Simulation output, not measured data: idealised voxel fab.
This is a process module. Its name is voxel self aligned contacts.
180 nm wide, 5 nm square cells: that's cross-section cut.
We lay out every cross-section as a grid of square cells and spell it out in bands from the top down, where one band means one or more rows of cells. What a band's entry tells you: where the top is and where the bottom is, as heights in nm, and after that what lies inside, material by material from left to right, each with its width in nm. Empty space is written as the word "empty", and a single material marked with the word "throughout" occupies the band from edge to edge. All heights in this document are referenced to 0, defined as the level beneath which the wafer, as received, consists entirely of one material. The lowest band is not bounded below; it extends indefinitely downward and is written in the form "0 -> down". The notation "30->40" denotes a width that varies across the rows of cells in the band, beginning at the first number in the top row, finishing at the second number in the bottom row, and changing by an identical amount from each row to the next. "left unchanged" (step): cross-section cells unchanged, all of them. "Unvented internal voids" lists enclosed empty spaces (at least 8 cells, no open path upward to the top), each as width x height at distance from the left edge, in nm. Whatever follows a step's settings on its line is a remark the simulator itself makes about that step. "overlay nm" on a masked step: distance the mask lay right of its planned place, negative for left.

**The process steps that were planned are listed below**
1 RECEIVE (material Si)
2 OXIDIZE (depth nm 5)
3 DIRECTIONAL_DEP (material polySi; thk nm 30)
4 DIRECTIONAL_DEP (material SiN; thk nm 20)
5 MASKED_ETCH (tone cover; mask id GATE; width nm 25; pitch nm 55; etch materials SiN; depth nm 20; overlay nm 0)
6 MASKED_ETCH (tone cover; mask id GATE; width nm 25; pitch nm 55; etch materials polySi; depth nm 30; overlay nm 0)
7 CONFORMAL_DEP (material SiN; thk nm 5)
8 DIRECTIONAL_ETCH (etch materials SiN; depth nm 5)
9 FILL_DEP (material SiO2; thk nm 20)
10 CMP (height nm 60)
11 MASKED_ETCH (tone open; mask id CONTACT; width nm 40; pitch nm 55; etch materials SiO2; depth nm 65; overlay nm 0)
12 CONFORMAL_DEP (material TiN; thk nm 5)
13 FILL_DEP (material Ru; thk nm 5)
14 CMP (height nm 60)
15 CONFORMAL_DEP (material SiCN; thk nm 5)

**Run as planned: first of two wafers**

**This is the cross-section of the wafer as we received it, i.e. after step 1**
0 -> down | Si throughout
Unvented internal voids: none

**After step 2: wafer cross-section**
0 -> -5 | SiO2 throughout
Beneath the level -5, the cross-section is identical to its previous state.

**After step 3: wafer cross-section**
30 -> 0 | polySi throughout
Beneath the level 0, the cross-section is identical to its previous state.

**After step 4: wafer cross-section**
50 -> 30 | SiN throughout
Beneath the level 30, the cross-section is identical to its previous state.

**After step 5: wafer cross-section**
50 -> 30 | empty 20 nm | SiN 25 nm | empty 30 nm | SiN 25 nm | empty 30 nm | SiN 25 nm | empty 25 nm
Beneath the level 30, the cross-section is identical to its previous state.

**After step 6: wafer cross-section**
50 -> 30 | empty 20 nm | SiN 25 nm | empty 30 nm | SiN 25 nm | empty 30 nm | SiN 25 nm | empty 25 nm
30 -> 0 | empty 20 nm | polySi 25 nm | empty 30 nm | polySi 25 nm | empty 30 nm | polySi 25 nm | empty 25 nm
Beneath the level 0, the cross-section is identical to its previous state.

**After step 7: wafer cross-section**
55 -> 30 | empty 15 nm | SiN 35 nm | empty 20 nm | SiN 35 nm | empty 20 nm | SiN 35 nm | empty 20 nm
30 -> 5 | empty 15 nm | SiN 5 nm | polySi 25 nm | SiN 5 nm | empty 20 nm | SiN 5 nm | polySi 25 nm | SiN 5 nm | empty 20 nm | SiN 5 nm | polySi 25 nm | SiN 5 nm | empty 20 nm
5 -> 0 | SiN 20 nm | polySi 25 nm | SiN 30 nm | polySi 25 nm | SiN 30 nm | polySi 25 nm | SiN 25 nm
Beneath the level 0, the cross-section is identical to its previous state.

**After step 8: wafer cross-section**
50 -> 30 | empty 15 nm | SiN 35 nm | empty 20 nm | SiN 35 nm | empty 20 nm | SiN 35 nm | empty 20 nm
30 -> 0 | empty 15 nm | SiN 5 nm | polySi 25 nm | SiN 5 nm | empty 20 nm | SiN 5 nm | polySi 25 nm | SiN 5 nm | empty 20 nm | SiN 5 nm | polySi 25 nm | SiN 5 nm | empty 20 nm
Beneath the level 0, the cross-section is identical to its previous state.

**After step 9: wafer cross-section**
70 -> 50 | SiO2 throughout
50 -> 30 | SiO2 15 nm | SiN 35 nm | SiO2 20 nm | SiN 35 nm | SiO2 20 nm | SiN 35 nm | SiO2 20 nm
30 -> 0 | SiO2 15 nm | SiN 5 nm | polySi 25 nm | SiN 5 nm | SiO2 20 nm | SiN 5 nm | polySi 25 nm | SiN 5 nm | SiO2 20 nm | SiN 5 nm | polySi 25 nm | SiN 5 nm | SiO2 20 nm
Beneath the level 0, the cross-section is identical to its previous state.

**After step 10: wafer cross-section**
60 -> 50 | SiO2 throughout
Beneath the level 50, the cross-section is identical to its previous state.

**After step 11: wafer cross-section**
60 -> 50 | SiO2 40 nm | empty 40 nm | SiO2 15 nm | empty 40 nm | SiO2 45 nm
50 -> 30 | SiO2 15 nm | SiN 35 nm | empty 20 nm | SiN 35 nm | empty 20 nm | SiN 35 nm | SiO2 20 nm
30 -> 0 | SiO2 15 nm | SiN 5 nm | polySi 25 nm | SiN 5 nm | empty 20 nm | SiN 5 nm | polySi 25 nm | SiN 5 nm | empty 20 nm | SiN 5 nm | polySi 25 nm | SiN 5 nm | SiO2 20 nm
0 -> -5 | SiO2 50 nm | empty 20 nm | SiO2 35 nm | empty 20 nm | SiO2 55 nm
Beneath the level -5, the cross-section is identical to its previous state.

**After step 12: wafer cross-section**
65 -> 60 | TiN 45 nm | empty 30 nm | TiN 25 nm | empty 30 nm | TiN 50 nm
60 -> 50 | SiO2 40 nm | TiN 5->15 nm | empty 30->10 nm | TiN 5->15 nm | SiO2 15 nm | TiN 5->15 nm | empty 30->10 nm | TiN 5->15 nm | SiO2 45 nm
50 -> 30 | SiO2 15 nm | SiN 35 nm | TiN 5 nm | empty 10 nm | TiN 5 nm | SiN 35 nm | TiN 5 nm | empty 10 nm | TiN 5 nm | SiN 35 nm | SiO2 20 nm
30 -> 0 | SiO2 15 nm | SiN 5 nm | polySi 25 nm | SiN 5 nm | TiN 5 nm | empty 10 nm | TiN 5 nm | SiN 5 nm | polySi 25 nm | SiN 5 nm | TiN 5 nm | empty 10 nm | TiN 5 nm | SiN 5 nm | polySi 25 nm | SiN 5 nm | SiO2 20 nm
0 -> -5 | SiO2 50 nm | TiN 20 nm | SiO2 35 nm | TiN 20 nm | SiO2 55 nm
Beneath the level -5, the cross-section is identical to its previous state.

**After step 13: wafer cross-section**
70 -> 65 | Ru throughout
65 -> 60 | TiN 45 nm | Ru 30 nm | TiN 25 nm | Ru 30 nm | TiN 50 nm
60 -> 50 | SiO2 40 nm | TiN 5->15 nm | Ru 30->10 nm | TiN 5->15 nm | SiO2 15 nm | TiN 5->15 nm | Ru 30->10 nm | TiN 5->15 nm | SiO2 45 nm
50 -> 30 | SiO2 15 nm | SiN 35 nm | TiN 5 nm | Ru 10 nm | TiN 5 nm | SiN 35 nm | TiN 5 nm | Ru 10 nm | TiN 5 nm | SiN 35 nm | SiO2 20 nm
30 -> 0 | SiO2 15 nm | SiN 5 nm | polySi 25 nm | SiN 5 nm | TiN 5 nm | Ru 10 nm | TiN 5 nm | SiN 5 nm | polySi 25 nm | SiN 5 nm | TiN 5 nm | Ru 10 nm | TiN 5 nm | SiN 5 nm | polySi 25 nm | SiN 5 nm | SiO2 20 nm
Beneath the level 0, the cross-section is identical to its previous state.

**After step 14: wafer cross-section**
60 -> 50 | SiO2 40 nm | TiN 5->15 nm | Ru 30->10 nm | TiN 5->15 nm | SiO2 15 nm | TiN 5->15 nm | Ru 30->10 nm | TiN 5->15 nm | SiO2 45 nm
Beneath the level 50, the cross-section is identical to its previous state.

**After step 15: wafer cross-section**
65 -> 60 | SiCN throughout
Beneath the level 60, the cross-section is identical to its previous state.

**Wafer two of two - same starting point, same process plan, one mistake in execution; matches wafer one up to and including step 1**

Cross-sectional view of the second wafer at the intended end time of process step 2: left unchanged

**Cross-sectional view of the second wafer at the intended end time of process step 3**
30 -> 0 | polySi throughout
Beneath the level 0, the cross-section is identical to its previous state.

**Cross-sectional view of the second wafer at the intended end time of process step 4**
50 -> 30 | SiN throughout
Beneath the level 30, the cross-section is identical to its previous state.

**Cross-sectional view of the second wafer at the intended end time of process step 5**
50 -> 30 | empty 20 nm | SiN 25 nm | empty 30 nm | SiN 25 nm | empty 30 nm | SiN 25 nm | empty 25 nm
Beneath the level 30, the cross-section is identical to its previous state.

**Cross-sectional view of the second wafer at the intended end time of process step 6**
50 -> 30 | empty 20 nm | SiN 25 nm | empty 30 nm | SiN 25 nm | empty 30 nm | SiN 25 nm | empty 25 nm
30 -> 0 | empty 20 nm | polySi 25 nm | empty 30 nm | polySi 25 nm | empty 30 nm | polySi 25 nm | empty 25 nm
Beneath the level 0, the cross-section is identical to its previous state.

**Cross-sectional view of the second wafer at the intended end time of process step 7**
55 -> 30 | empty 15 nm | SiN 35 nm | empty 20 nm | SiN 35 nm | empty 20 nm | SiN 35 nm | empty 20 nm
30 -> 5 | empty 15 nm | SiN 5 nm | polySi 25 nm | SiN 5 nm | empty 20 nm | SiN 5 nm | polySi 25 nm | SiN 5 nm | empty 20 nm | SiN 5 nm | polySi 25 nm | SiN 5 nm | empty 20 nm
5 -> 0 | SiN 20 nm | polySi 25 nm | SiN 30 nm | polySi 25 nm | SiN 30 nm | polySi 25 nm | SiN 25 nm
Beneath the level 0, the cross-section is identical to its previous state.

**Cross-sectional view of the second wafer at the intended end time of process step 8**
50 -> 30 | empty 15 nm | SiN 35 nm | empty 20 nm | SiN 35 nm | empty 20 nm | SiN 35 nm | empty 20 nm
30 -> 0 | empty 15 nm | SiN 5 nm | polySi 25 nm | SiN 5 nm | empty 20 nm | SiN 5 nm | polySi 25 nm | SiN 5 nm | empty 20 nm | SiN 5 nm | polySi 25 nm | SiN 5 nm | empty 20 nm
Beneath the level 0, the cross-section is identical to its previous state.

**Cross-sectional view of the second wafer at the intended end time of process step 9**
70 -> 50 | SiO2 throughout
50 -> 30 | SiO2 15 nm | SiN 35 nm | SiO2 20 nm | SiN 35 nm | SiO2 20 nm | SiN 35 nm | SiO2 20 nm
30 -> 0 | SiO2 15 nm | SiN 5 nm | polySi 25 nm | SiN 5 nm | SiO2 20 nm | SiN 5 nm | polySi 25 nm | SiN 5 nm | SiO2 20 nm | SiN 5 nm | polySi 25 nm | SiN 5 nm | SiO2 20 nm
Beneath the level 0, the cross-section is identical to its previous state.

**Cross-sectional view of the second wafer at the intended end time of process step 10**
60 -> 50 | SiO2 throughout
Beneath the level 50, the cross-section is identical to its previous state.

**Cross-sectional view of the second wafer at the intended end time of process step 11**
60 -> 50 | SiO2 40 nm | empty 40 nm | SiO2 15 nm | empty 40 nm | SiO2 45 nm
50 -> 30 | SiO2 15 nm | SiN 35 nm | empty 20 nm | SiN 35 nm | empty 20 nm | SiN 35 nm | SiO2 20 nm
30 -> 0 | SiO2 15 nm | SiN 5 nm | polySi 25 nm | SiN 5 nm | empty 20 nm | SiN 5 nm | polySi 25 nm | SiN 5 nm | empty 20 nm | SiN 5 nm | polySi 25 nm | SiN 5 nm | SiO2 20 nm
Beneath the level 0, the cross-section is identical to its previous state.

**Cross-sectional view of the second wafer at the intended end time of process step 12**
65 -> 60 | TiN 45 nm | empty 30 nm | TiN 25 nm | empty 30 nm | TiN 50 nm
60 -> 50 | SiO2 40 nm | TiN 5->15 nm | empty 30->10 nm | TiN 5->15 nm | SiO2 15 nm | TiN 5->15 nm | empty 30->10 nm | TiN 5->15 nm | SiO2 45 nm
50 -> 30 | SiO2 15 nm | SiN 35 nm | TiN 5 nm | empty 10 nm | TiN 5 nm | SiN 35 nm | TiN 5 nm | empty 10 nm | TiN 5 nm | SiN 35 nm | SiO2 20 nm
30 -> 5 | SiO2 15 nm | SiN 5 nm | polySi 25 nm | SiN 5 nm | TiN 5 nm | empty 10 nm | TiN 5 nm | SiN 5 nm | polySi 25 nm | SiN 5 nm | TiN 5 nm | empty 10 nm | TiN 5 nm | SiN 5 nm | polySi 25 nm | SiN 5 nm | SiO2 20 nm
5 -> 0 | SiO2 15 nm | SiN 5 nm | polySi 25 nm | SiN 5 nm | TiN 20 nm | SiN 5 nm | polySi 25 nm | SiN 5 nm | TiN 20 nm | SiN 5 nm | polySi 25 nm | SiN 5 nm | SiO2 20 nm
Beneath the level 0, the cross-section is identical to its previous state.

**Cross-sectional view of the second wafer at the intended end time of process step 13**
70 -> 65 | Ru throughout
65 -> 60 | TiN 45 nm | Ru 30 nm | TiN 25 nm | Ru 30 nm | TiN 50 nm
60 -> 50 | SiO2 40 nm | TiN 5->15 nm | Ru 30->10 nm | TiN 5->15 nm | SiO2 15 nm | TiN 5->15 nm | Ru 30->10 nm | TiN 5->15 nm | SiO2 45 nm
50 -> 30 | SiO2 15 nm | SiN 35 nm | TiN 5 nm | Ru 10 nm | TiN 5 nm | SiN 35 nm | TiN 5 nm | Ru 10 nm | TiN 5 nm | SiN 35 nm | SiO2 20 nm
30 -> 5 | SiO2 15 nm | SiN 5 nm | polySi 25 nm | SiN 5 nm | TiN 5 nm | Ru 10 nm | TiN 5 nm | SiN 5 nm | polySi 25 nm | SiN 5 nm | TiN 5 nm | Ru 10 nm | TiN 5 nm | SiN 5 nm | polySi 25 nm | SiN 5 nm | SiO2 20 nm
Beneath the level 5, the cross-section is identical to its previous state.

**Cross-sectional view of the second wafer at the intended end time of process step 14**
60 -> 50 | SiO2 40 nm | TiN 5->15 nm | Ru 30->10 nm | TiN 5->15 nm | SiO2 15 nm | TiN 5->15 nm | Ru 30->10 nm | TiN 5->15 nm | SiO2 45 nm
Beneath the level 50, the cross-section is identical to its previous state.

**Cross-sectional view of the second wafer at the intended end time of process step 15**
65 -> 60 | SiCN throughout
Beneath the level 60, the cross-section is identical to its previous state.
Here's what went sideways: step 2 of the plan: omitted, not performed
Upon completion, the second wafer contains, in terms of cells, a greater or smaller amount of certain materials than the first wafer: -4 Ru, +36 Si, -28 SiO2, -4 TiN
